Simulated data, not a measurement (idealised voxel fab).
The following process module bears the name voxel gate over fins.
Displayed cross-section: cut, width of 150 nm, square cells sized 5 nm.
Cross-section, as written here: a square-cell grid given band by band from the top down, where a band holds one or more rows of cells. For a band, the entry starts with two heights in nm, that of the top and then that of the bottom, and carries on with the band's materials in order from left to right, each alongside its width in nm; the word "everywhere" beside a single material means it fills the band edge to edge, and "blank" means empty space. Height reference: 0 = level under which incoming wafer is all one material. Lowest band: no bottom, runs on downward, e.g. "0..down". The width entry "30 to 40" should be interpreted row by row: the top row of cells in the band takes the first number, the bottom row takes the second number, and the change between adjacent rows is uniform throughout. "identical to before" means the step left every cell of the cross-section as it was. Heads up: "Sealed cavities" only lists the empty pockets with no open path to the top that are 8 cells or more, and it writes them as width x height at distance, distance from the left edge, in nm. What comes after the settings on a step's line is commentary from the simulator itself on that step. overlay nm, on a step with a mask: how far to the right of its planned place the mask lay; to the left if negative.

## Process steps (planned)
1,RECEIVE with material Si
2,CONFORMAL_DEP with material SiN, thk nm 10
3,PATTERN with tone cover, mask id FINS, material resist, width nm 15, pitch nm 35, thk nm 15, overlay nm 0
4,DIRECTIONAL_ETCH with etch materials SiN, depth nm 10
5,DIRECTIONAL_ETCH with etch materials Si, depth nm 35
6,STRIP with etch materials resist
7,OXIDIZE with depth nm 5
8,FILL_DEP with material SiO2, thk nm 5
9,CMP with height nm 10
10,SELECTIVE_ETCH with etch materials SiO2, depth nm 25
11,STRIP with etch materials SiN
12,CONFORMAL_DEP with material HfO2, thk nm 5
13,CONFORMAL_DEP with material TiN, thk nm 5
14,FILL_DEP with material W, thk nm 15
15,CMP with height nm 20
16,CONFORMAL_DEP with material SiCN, thk nm 10

## The first wafer of two, processed as planned

## Cross-section: wafer on arrival = after step 1
- 0..down  Si everywhere
- Sealed cavities: none

## Upon completion of step 2, the wafer appears in cross-section as shown
- 10..0  SiN everywhere
- Under 0: no change, same as before.

## Upon completion of step 3, the wafer appears in cross-section as shown
- 25..10  blank 50 / resist 15 / blank 20 / resist 15 / blank 50
- Under 10: no change, same as before.

## Upon completion of step 4, the wafer appears in cross-section as shown
- 25..10  blank 50 / resist 15 / blank 20 / resist 15 / blank 50
- 10..0  blank 50 / SiN 15 / blank 20 / SiN 15 / blank 50
- Under 0: no change, same as before.

## Upon completion of step 5, the wafer appears in cross-section as shown
- 25..10  blank 50 / resist 15 / blank 20 / resist 15 / blank 50
- 10..0  blank 50 / SiN 15 / blank 20 / SiN 15 / blank 50
- 0..-35  blank 50 / Si 15 / blank 20 / Si 15 / blank 50
- Under -35: no change, same as before.

## Upon completion of step 6, the wafer appears in cross-section as shown
- 10..0  blank 50 / SiN 15 / blank 20 / SiN 15 / blank 50
- Under 0: no change, same as before.

## Upon completion of step 7, the wafer appears in cross-section as shown
- 10..0  blank 50 / SiN 15 / blank 20 / SiN 15 / blank 50
- 0..-35  blank 50 / SiO2 5 / Si 5 / SiO2 5 / blank 20 / SiO2 5 / Si 5 / SiO2 5 / blank 50
- -35..-40  SiO2 55 / Si 5 / SiO2 30 / Si 5 / SiO2 55
- Under -40: no change, same as before.

## Upon completion of step 8, the wafer appears in cross-section as shown
- 15..10  SiO2 everywhere
- 10..0  SiO2 50 / SiN 15 / SiO2 20 / SiN 15 / SiO2 50
- 0..-40  SiO2 55 / Si 5 / SiO2 30 / Si 5 / SiO2 55
- Under -40: no change, same as before.

## Upon completion of step 9, the wafer appears in cross-section as shown
- 10..0  SiO2 50 / SiN 15 / SiO2 20 / SiN 15 / SiO2 50
- Under 0: no change, same as before.

## Upon completion of step 10, the wafer appears in cross-section as shown
- 10..0  blank 50 / SiN 15 / blank 20 / SiN 15 / blank 50
- 0..-15  blank 55 / Si 5 / blank 30 / Si 5 / blank 55
- Under -15: no change, same as before.

## Upon completion of step 11, the wafer appears in cross-section as shown
- 0..-15  blank 55 / Si 5 / blank 30 / Si 5 / blank 55
- Under -15: no change, same as before.

## Upon completion of step 12, the wafer appears in cross-section as shown
- 5..0  blank 50 / HfO2 15 / blank 20 / HfO2 15 / blank 50
- 0..-10  blank 50 / HfO2 5 / Si 5 / HfO2 5 / blank 20 / HfO2 5 / Si 5 / HfO2 5 / blank 50
- -10..-15  HfO2 55 / Si 5 / HfO2 30 / Si 5 / HfO2 55
- Under -15: no change, same as before.

## Upon completion of step 13, the wafer appears in cross-section as shown
- 10..5  blank 45 / TiN 25 / blank 10 / TiN 25 / blank 45
- 5..0  blank 45 / TiN 5 / HfO2 15 / TiN 5 / blank 10 / TiN 5 / HfO2 15 / TiN 5 / blank 45
- 0..-5  blank 45 / TiN 5 / HfO2 5 / Si 5 / HfO2 5 / TiN 5 / blank 10 / TiN 5 / HfO2 5 / Si 5 / HfO2 5 / TiN 5 / blank 45
- -5..-10  TiN 50 / HfO2 5 / Si 5 / HfO2 5 / TiN 20 / HfO2 5 / Si 5 / HfO2 5 / TiN 50
- Under -10: no change, same as before.

## Upon completion of step 14, the wafer appears in cross-section as shown
- 25..10  W everywhere
- 10..5  W 45 / TiN 25 / W 10 / TiN 25 / W 45
- 5..0  W 45 / TiN 5 / HfO2 15 / TiN 5 / W 10 / TiN 5 / HfO2 15 / TiN 5 / W 45
- 0..-5  W 45 / TiN 5 / HfO2 5 / Si 5 / HfO2 5 / TiN 5 / W 10 / TiN 5 / HfO2 5 / Si 5 / HfO2 5 / TiN 5 / W 45
- Under -5: no change, same as before.

## Upon completion of step 15, the wafer appears in cross-section as shown
- 20..10  W everywhere
- Under 10: no change, same as before.

## Upon completion of step 16, the wafer appears in cross-section as shown
- 30..20  SiCN everywhere
- Under 20: no change, same as before.

## Wafer two. Identical start, identical plan. One mistake in execution. Identical history through step 1

## Cross-sectional representation of the second wafer at the time designated in the plan for the completion of step 2
- 10..0  SiCN everywhere
- Under 0: no change, same as before.

## Cross-sectional representation of the second wafer at the time designated in the plan for the completion of step 3
- 25..10  blank 50 / resist 15 / blank 20 / resist 15 / blank 50
- Under 10: no change, same as before.

Cross-sectional representation of the second wafer at the time designated in the plan for the completion of step 4: identical to before

Cross-sectional representation of the second wafer at the time designated in the plan for the completion of step 5: identical to before

## Cross-sectional representation of the second wafer at the time designated in the plan for the completion of step 6
- 10..0  SiCN everywhere
- Under 0: no change, same as before.

Cross-sectional representation of the second wafer at the time designated in the plan for the completion of step 7: identical to before

## Cross-sectional representation of the second wafer at the time designated in the plan for the completion of step 8
- 15..10  SiO2 everywhere
- Under 10: no change, same as before.

## Cross-sectional representation of the second wafer at the time designated in the plan for the completion of step 9
- 10..0  SiCN everywhere
- Under 0: no change, same as before.

Cross-sectional representation of the second wafer at the time designated in the plan for the completion of step 10: identical to before

Cross-sectional representation of the second wafer at the time designated in the plan for the completion of step 11: identical to before

## Cross-sectional representation of the second wafer at the time designated in the plan for the completion of step 12
- 15..10  HfO2 everywhere
- Under 10: no change, same as before.

## Cross-sectional representation of the second wafer at the time designated in the plan for the completion of step 13
- 20..15  TiN everywhere
- Under 15: no change, same as before.

## Cross-sectional representation of the second wafer at the time designated in the plan for the completion of step 14
- 35..20  W everywhere
- Under 20: no change, same as before.

## Cross-sectional representation of the second wafer at the time designated in the plan for the completion of step 15
- 20..15  TiN everywhere
- Under 15: no change, same as before.

## Cross-sectional representation of the second wafer at the time designated in the plan for the completion of step 16
- 30..20  SiCN everywhere
- Under 20: no change, same as before.
What broke from the plan during processing? step 2 deviated from plan and actually ran as CONFORMAL_DEP with material SiCN, thk nm 10
Count the cells at the end and the second wafer has more or fewer of some materials than the first: 12 fewer of HfO2 | 224 more of Si | 60 more of SiCN | 140 fewer of SiO2 | 12 fewer of TiN | 120 fewer of W
